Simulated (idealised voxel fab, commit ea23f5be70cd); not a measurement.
voxel self aligned contacts: a process module
Square cells of 5 nm make up the cross-section cut, whose width is 235 nm.
Cross-section spec: square-cell grid; bands listed top down; each band is one or more rows. Within each band entry, the heights of the top and of the bottom of the band appear first, in that order and in nm; the materials of the band then follow from left to right, each with its corresponding width in nm. The designation "throughout" on a single material indicates that it fills the band from edge to edge; the designation "air" indicates empty space. Height is counted from the level 0, under which the received wafer is composed throughout of one material. The lowest of the bands is not closed at the bottom but continues downward, in the notation "0 -> down". The two numbers in a width such as "30..40" mark its ends across the band: the first belongs to the top row of cells, the second to the bottom row, and from each row to the next the width moves by the same amount. "no modifications" means the step left every cell of the cross-section as it was. If an empty space has no open way to the top and is at least 8 cells in size, "Sealed internal cavities" lists it, written width x height at distance, where distance is measured from the left edge and every value is in nm. That trailing text on a step's line, after the settings, is the simulator's own remark on the step. For masked steps, "overlay nm" on the step line gives how far right of plan the mask actually lay; a minus sign means it lay to the left.
The following list gives the planned process steps:
1. RECEIVE with material Si
2. CONFORMAL_DEP with material SiO2, thk nm 5
3. DIRECTIONAL_DEP with material polySi, thk nm 20
4. DIRECTIONAL_DEP with material SiN, thk nm 20
5. DIRECTIONAL_DEP with material aC, thk nm 10
6. PATTERN with tone cover, mask id GATE, material resist, width nm 35, pitch nm 75, thk nm 25, overlay nm 0
7. DIRECTIONAL_ETCH with etch materials aC, depth nm 10
8. STRIP with etch materials resist
9. DIRECTIONAL_ETCH with etch materials SiN, depth nm 20
10. DIRECTIONAL_ETCH with etch materials polySi, depth nm 20
11. STRIP with etch materials aC
12. CONFORMAL_DEP with material SiN, thk nm 10
13. DIRECTIONAL_ETCH with etch materials SiN, depth nm 10
14. FILL_DEP with material SiO2, thk nm 20
15. CMP with height nm 55
16. PATTERN with tone open, mask id CONTACT, material resist, width nm 60, pitch nm 75, thk nm 15, overlay nm 0
17. DIRECTIONAL_ETCH with etch materials SiO2, depth nm 55
18. STRIP with etch materials resist
19. CONFORMAL_DEP with material TiN, thk nm 5
20. FILL_DEP with material W, thk nm 5
21. CMP with height nm 55
22. CONFORMAL_DEP with material SiN, thk nm 5
Incoming wafer in cross-section (state: after step 1):
  0 -> down  Si throughout
  Sealed internal cavities: none
Starting structure and process plan are as shown above, but one mistake was made in running the module; the wafer cross-section at the end of the module follows:
  60 -> 55  SiN throughout
  55 -> 50  W 45 nm, TiN 5 nm, SiO2 60 nm, TiN 5 nm, W 5 nm, TiN 5 nm, SiO2 60 nm, TiN 5 nm, W 45 nm
  50 -> 45  W 10 nm, TiN 40 nm, SiO2 60 nm, TiN 15 nm, SiO2 60 nm, TiN 40 nm, W 10 nm
  45 -> 25  W 10 nm, TiN 5 nm, SiN 55 nm, SiO2 20 nm, SiN 55 nm, SiO2 20 nm, SiN 55 nm, TiN 5 nm, W 10 nm
  25 -> 5  W 10 nm, TiN 5 nm, SiN 10 nm, polySi 35 nm, SiN 10 nm, SiO2 20 nm, SiN 10 nm, polySi 35 nm, SiN 10 nm, SiO2 20 nm, SiN 10 nm, polySi 35 nm, SiN 10 nm, TiN 5 nm, W 10 nm
  5 -> 0  TiN 15 nm, SiO2 205 nm, TiN 15 nm
  0 -> down  Si throughout
  Sealed internal cavities: none
Nonconformance to the process plan: rather than as planned, step 16 actually ran as PATTERN with tone cover, mask id CONTACT, material resist, width nm 60, pitch nm 75, thk nm 15, overlay nm 0
